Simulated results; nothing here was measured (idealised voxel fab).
process module | voxel trench capacitor
cross-section cut | 280 nm wide | cells 5 nm
A cross-section is a grid of square cells, given in bands from the top down. A band is one or more rows of cells.
Each band's line starts with the height of the band's top and of its bottom, in nm. Then come its materials from left to right, each with its width in nm. One material with "throughout" fills the band from edge to edge. "air" is empty space.
Height 0 is the level under which the wafer as received is all one material. The lowest band goes on downwards, as in "0 down".
A width such as "30 to 40" changes by the same amount from each row of cells to the next, from the band's top row to its bottom row.
"no change" after a step means that no cell of the cross-section changed.
closed voids: empty space of 8 cells or more with no open way to the top, each as width x height at its distance from the left edge, in nm
after a step's settings: what the simulator itself notes on the step
overlay nm, on a step with a mask: how far to the right of its planned place the mask lay; to the left if negative
plan
1 op RECEIVE | material Si
2 op CONFORMAL_DEP | material SiN | thk nm 10
3 op DIRECTIONAL_DEP | material aC | thk nm 10
4 op PATTERN | tone open | mask id TRENCH | material resist | width nm 15 | pitch nm 30 | thk nm 25 | overlay nm 0
5 op DIRECTIONAL_ETCH | etch materials aC | depth nm 10
6 op STRIP | etch materials resist
7 op DIRECTIONAL_ETCH | etch materials SiN | depth nm 10
8 op DIRECTIONAL_ETCH | etch materials Si | depth nm 30
9 op STRIP | etch materials aC
10 op CONFORMAL_DEP | material Al2O3 | thk nm 5
11 op FILL_DEP | material polySi | thk nm 5
12 op CMP | height nm 10
first wafer, as planned
as received, after step 1
  0 down: Si throughout
  closed voids: none
after step 2
  10 to 0: SiN throughout
  below 0: unchanged
after step 3
  20 to 10: aC throughout
  below 10: unchanged
after step 4
  45 to 20: resist 115 | air 15 | resist 15 | air 15 | resist 120
  below 20: unchanged
after step 5
  35 to 20: resist 115 | air 15 | resist 15 | air 15 | resist 120
  20 to 10: aC 115 | air 15 | aC 15 | air 15 | aC 120
  below 10: unchanged
after step 6
  20 to 10: aC 115 | air 15 | aC 15 | air 15 | aC 120
  below 10: unchanged
after step 7
  20 to 10: aC 115 | air 15 | aC 15 | air 15 | aC 120
  10 to 0: SiN 115 | air 15 | SiN 15 | air 15 | SiN 120
  below 0: unchanged
after step 8
  20 to 10: aC 115 | air 15 | aC 15 | air 15 | aC 120
  10 to 0: SiN 115 | air 15 | SiN 15 | air 15 | SiN 120
  0 to -30: Si 115 | air 15 | Si 15 | air 15 | Si 120
  below -30: unchanged
after step 9
  10 to 0: SiN 115 | air 15 | SiN 15 | air 15 | SiN 120
  below 0: unchanged
after step 10
  15 to 10: Al2O3 120 | air 5 | Al2O3 25 | air 5 | Al2O3 125
  10 to 0: SiN 115 | Al2O3 5 | air 5 | Al2O3 5 | SiN 15 | Al2O3 5 | air 5 | Al2O3 5 | SiN 120
  0 to -25: Si 115 | Al2O3 5 | air 5 | Al2O3 5 | Si 15 | Al2O3 5 | air 5 | Al2O3 5 | Si 120
  -25 to -30: Si 115 | Al2O3 15 | Si 15 | Al2O3 15 | Si 120
  below -30: unchanged
after step 11
  20 to 15: polySi throughout
  15 to 10: Al2O3 120 | polySi 5 | Al2O3 25 | polySi 5 | Al2O3 125
  10 to 0: SiN 115 | Al2O3 5 | polySi 5 | Al2O3 5 | SiN 15 | Al2O3 5 | polySi 5 | Al2O3 5 | SiN 120
  0 to -25: Si 115 | Al2O3 5 | polySi 5 | Al2O3 5 | Si 15 | Al2O3 5 | polySi 5 | Al2O3 5 | Si 120
  below -25: unchanged
after step 12
  10 to 0: SiN 115 | Al2O3 5 | polySi 5 | Al2O3 5 | SiN 15 | Al2O3 5 | polySi 5 | Al2O3 5 | SiN 120
  below 0: unchanged
second wafer: like start, like plan, one mistake. Through step 7 it matches the first wafer
when step 8 should have ended
  20 to 10: aC 115 | air 15 | aC 15 | air 15 | aC 120
  10 to 0: SiN 115 | air 15 | SiN 15 | air 15 | SiN 120
  0 to -60: Si 115 | air 15 | Si 15 | air 15 | Si 120
  below -60: unchanged
when step 9 should have ended
  10 to 0: SiN 115 | air 15 | SiN 15 | air 15 | SiN 120
  below 0: unchanged
when step 10 should have ended
  15 to 10: Al2O3 120 | air 5 | Al2O3 25 | air 5 | Al2O3 125
  10 to 0: SiN 115 | Al2O3 5 | air 5 | Al2O3 5 | SiN 15 | Al2O3 5 | air 5 | Al2O3 5 | SiN 120
  0 to -55: Si 115 | Al2O3 5 | air 5 | Al2O3 5 | Si 15 | Al2O3 5 | air 5 | Al2O3 5 | Si 120
  -55 to -60: Si 115 | Al2O3 15 | Si 15 | Al2O3 15 | Si 120
  below -60: unchanged
when step 11 should have ended
  20 to 15: polySi throughout
  15 to 10: Al2O3 120 | polySi 5 | Al2O3 25 | polySi 5 | Al2O3 125
  10 to 0: SiN 115 | Al2O3 5 | polySi 5 | Al2O3 5 | SiN 15 | Al2O3 5 | polySi 5 | Al2O3 5 | SiN 120
  0 to -55: Si 115 | Al2O3 5 | polySi 5 | Al2O3 5 | Si 15 | Al2O3 5 | polySi 5 | Al2O3 5 | Si 120
  below -55: unchanged
when step 12 should have ended
  10 to 0: SiN 115 | Al2O3 5 | polySi 5 | Al2O3 5 | SiN 15 | Al2O3 5 | polySi 5 | Al2O3 5 | SiN 120
  below 0: unchanged
what went wrong: step 8 was run twice
at the end the second wafer has, in cells: 24 more of Al2O3 | 36 fewer of Si | 12 more of polySi
